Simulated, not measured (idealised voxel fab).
voxel self aligned contacts: a process module
Section shown: cut. Width: 200 nm. Cell size: 5 nm, square.
Square cells in a grid make up a cross-section in this document, and the grid is given as bands, listed from the top down, each one or more rows of cells. Heights first: top, then bottom, in nm. Then materials, left to right, each with a width in nm. "full width" on a single material: fills the band edge to edge. "blank": empty space. Counting heights begins at 0, where everything beneath is, in the wafer as received, one material. The lowest band has no bottom; it goes on downwards, as "0 -> down" shows. Width spec "30..40" -> top row of cells at first value, bottom row at second value, equal per-row change in between. What does "stayed the same" mean for a step? It means no cell of the cross-section changed in that step. If an empty space has no open way to the top and is at least 8 cells in size, "Catalogued sealed voids" lists it, written width x height at distance, where distance is measured from the left edge and every value is in nm. Step line, after settings: the simulator's comment on this step. If you see "overlay nm" on a step's line and that step has a mask, it's telling you how far right of where it was planned the mask ended up; a negative number means it went left instead.
plan
1 op RECEIVE | material Si
2 op OXIDIZE | depth nm 5
3 op DIRECTIONAL_DEP | material polySi | thk nm 25
4 op DIRECTIONAL_DEP | material SiN | thk nm 20
5 op MASKED_ETCH | tone cover | mask id GATE | width nm 25 | pitch nm 70 | etch materials SiN | depth nm 20 | overlay nm 0
6 op MASKED_ETCH | tone cover | mask id GATE | width nm 25 | pitch nm 70 | etch materials polySi | depth nm 25 | overlay nm 0
7 op CONFORMAL_DEP | material SiN | thk nm 10
8 op DIRECTIONAL_ETCH | etch materials SiN | depth nm 10
9 op FILL_DEP | material SiO2 | thk nm 15
10 op CMP | height nm 55
11 op DIRECTIONAL_DEP | material aC | thk nm 5
12 op PATTERN | tone open | mask id CONTACT | material resist | width nm 55 | pitch nm 70 | thk nm 25 | overlay nm 0
13 op DIRECTIONAL_ETCH | etch materials aC | depth nm 10
14 op STRIP | etch materials resist
15 op DIRECTIONAL_ETCH | etch materials SiO2 | depth nm 60
16 op STRIP | etch materials aC
17 op CONFORMAL_DEP | material TiN | thk nm 5
18 op FILL_DEP | material W | thk nm 5
19 op CMP | height nm 55
20 op CONFORMAL_DEP | material SiCN | thk nm 5
All wafers enter the flow in the same state. The thk nm at step 11 differs from wafer to wafer, and the plan gives the value for the first wafer.
First wafer of several, as received: cross-section after step 1
	0 -> down  Si full width
	Catalogued sealed voids: none
Below is a per-wafer table. In it, each row describes the wafer at the end of the module by giving, for each material, the number of cells gained (+) or lost (-) since the wafer was received, and after that the closed voids of the wafer
thk nm 5, -40 Si, +40 SiCN, +168 SiN, +93 SiO2, +66 TiN, +78 W, +75 polySi, Catalogued sealed voids: none
thk nm 10, -40 Si, +40 SiCN, +168 SiN, +93 SiO2, +66 TiN, +78 W, +75 polySi, Catalogued sealed voids: none
thk nm 15, -40 Si, +40 SiCN, +168 SiN, +237 SiO2, +75 polySi, Catalogued sealed voids: none
thk nm 20, -40 Si, +40 SiCN, +168 SiN, +237 SiO2, +75 polySi, Catalogued sealed voids: none
thk nm 25, -40 Si, +40 SiCN, +168 SiN, +237 SiO2, +75 polySi, Catalogued sealed voids: none
